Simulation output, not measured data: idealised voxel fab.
The following is a process module called voxel quadruple lines.
Square cell edge 5 nm, section width 230 nm, ID cut.
Cross-section format: a grid of square cells, given as bands from top to bottom; each band is one or more rows of cells.
Top height, bottom height, nm. Materials left to right, width each, nm. Single material + "throughout" = fills band edge to edge. "air" = empty.
Below 0: as-received wafer, all one material; heights counted from there. Lowest band: no bottom, goes on down, written "0 -> down".
The width entry "30 to 40" should be interpreted row by row: the top row of cells in the band takes the first number, the bottom row takes the second number, and the change between adjacent rows is uniform throughout.
Step marked "left unchanged"? Then no cell in the cross-section changed in it.
Voids not open to the top, 8 cells minimum: see "Fully sealed voids". Written width x height at distance; distance is from the left edge; nm.
Post-settings text on a step line: simulator's own remark regarding the step.
Among the settings permitted on a step's line is "overlay nm"; applied to a step with a mask, it specifies the extent to which the mask lay to the right of its planned position, whereas a negative figure signifies a position to the left.

Steps planned for the process
| 1 | RECEIVE: material Si |
| 2 | CONFORMAL_DEP: material SiO2, thk nm 10 |
| 3 | DIRECTIONAL_DEP: material Ru, thk nm 10 |
| 4 | DIRECTIONAL_DEP: material polySi, thk nm 20 |
| 5 | DIRECTIONAL_DEP: material aC, thk nm 20 |
| 6 | PATTERN: tone cover, mask id MANDREL, material resist, width nm 35, pitch nm 100, thk nm 30, overlay nm 0 |
| 7 | DIRECTIONAL_ETCH: etch materials aC, depth nm 20 |
| 8 | STRIP: etch materials resist |
| 9 | CONFORMAL_DEP: material SiO2, thk nm 15 |
| 10 | DIRECTIONAL_ETCH: etch materials SiO2, depth nm 15 |
| 11 | STRIP: etch materials aC |
| 12 | DIRECTIONAL_ETCH: etch materials polySi, depth nm 20 |
| 13 | STRIP: etch materials SiO2 |
| 14 | CONFORMAL_DEP: material SiN, thk nm 10 |
| 15 | DIRECTIONAL_ETCH: etch materials SiN, depth nm 5 |
| 16 | STRIP: etch materials polySi |
| 17 | DIRECTIONAL_ETCH: etch materials Ru, depth nm 10 |
| 18 | STRIP: etch materials SiN |
Wafers differ in depth nm at step 15; plan lists the first wafer's value; identical starting state.

Received condition of the first of several wafers, sectioned: post-step 1
> 0 -> down: Si throughout
> Fully sealed voids: none

Module finished, last step 18 done: cross-section of the first of several wafers
> 40 -> 20: air 30  polySi 15  air 35  polySi 15  air 35  polySi 15  air 35  polySi 15  air 35
> 20 -> 10: Ru throughout
> 10 -> 0: SiO2 throughout
> 0 -> down: Si throughout
> Fully sealed voids: none

At the end of the module, the last of several wafers in cross-section
> 20 -> 10: air 20  Ru 10  air 15  Ru 10  air 15  Ru 10  air 15  Ru 10  air 15  Ru 10  air 15  Ru 10  air 15  Ru 10  air 15  Ru 10  air 25
> 10 -> 0: SiO2 throughout
> 0 -> down: Si throughout
> Fully sealed voids: none

So in this table every wafer gets its own row, and what you see is where it stands at the end of the module: for each material, how many cells it picked up (+) or gave up (-) since we received it, and after that its closed voids
depth nm 5 | +92 Ru | +92 SiO2 | +48 polySi | Fully sealed voids: none
depth nm 10 | +32 Ru | +92 SiO2 | Fully sealed voids: none
depth nm 15 | +32 Ru | +92 SiO2 | Fully sealed voids: none
depth nm 20 | +32 Ru | +92 SiO2 | Fully sealed voids: none
depth nm 25 | +32 Ru | +92 SiO2 | Fully sealed voids: none
